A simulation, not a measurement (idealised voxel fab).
process module | voxel gate over fins
cross-section cut | 185 nm wide | cells 5 nm
A cross-section is a grid of square cells, given in bands from the top down. A band is one or more rows of cells.
Each band's line starts with the height of the band's top and of its bottom, in nm. Then come its materials from left to right, each with its width in nm. One material with "throughout" fills the band from edge to edge. "air" is empty space.
Height 0 is the level under which the wafer as received is all one material. The lowest band goes on downwards, as in "0 down".
A width such as "30 to 40" changes by the same amount from each row of cells to the next, from the band's top row to its bottom row.
"no change" after a step means that no cell of the cross-section changed.
closed voids: empty space of 8 cells or more with no open way to the top, each as width x height at its distance from the left edge, in nm
after a step's settings: what the simulator itself notes on the step
overlay nm, on a step with a mask: how far to the right of its planned place the mask lay; to the left if negative
plan
1 op RECEIVE | material Si
2 op CONFORMAL_DEP | material SiN | thk nm 5
3 op PATTERN | tone cover | mask id FINS | material resist | width nm 15 | pitch nm 35 | thk nm 20 | overlay nm 0
4 op DIRECTIONAL_ETCH | etch materials SiN | depth nm 5
5 op DIRECTIONAL_ETCH | etch materials Si | depth nm 40
6 op STRIP | etch materials resist
7 op FILL_DEP | material SiO2 | thk nm 10
8 op CMP | height nm 5
9 op SELECTIVE_ETCH | etch materials SiO2 | depth nm 15
10 op STRIP | etch materials SiN
11 op CONFORMAL_DEP | material HfO2 | thk nm 5
12 op CONFORMAL_DEP | material TiN | thk nm 5
13 op FILL_DEP | material W | thk nm 10
14 op CMP | height nm 15
15 op CONFORMAL_DEP | material SiCN | thk nm 10
as received, after step 1
  0 down: Si throughout
  closed voids: none
a wafer at the end: this start, this plan, one mistake
  25 to 15: SiCN throughout
  15 to 10: W 30 | TiN 125 | W 30
  10 to 5: TiN throughout
  5 to 0: TiN 45 | HfO2 25 | TiN 10 | HfO2 25 | TiN 10 | HfO2 25 | TiN 45
  0 to -5: TiN 45 | HfO2 5 | Si 15 | HfO2 5 | TiN 10 | HfO2 5 | Si 15 | HfO2 5 | TiN 10 | HfO2 5 | Si 15 | HfO2 5 | TiN 45
  -5 to -10: HfO2 50 | Si 15 | HfO2 20 | Si 15 | HfO2 20 | Si 15 | HfO2 50
  -10 to -40: SiO2 50 | Si 15 | SiO2 20 | Si 15 | SiO2 20 | Si 15 | SiO2 50
  -40 down: Si throughout
  closed voids: none
what went wrong: step 12 ran as: op CONFORMAL_DEP | material TiN | thk nm 15
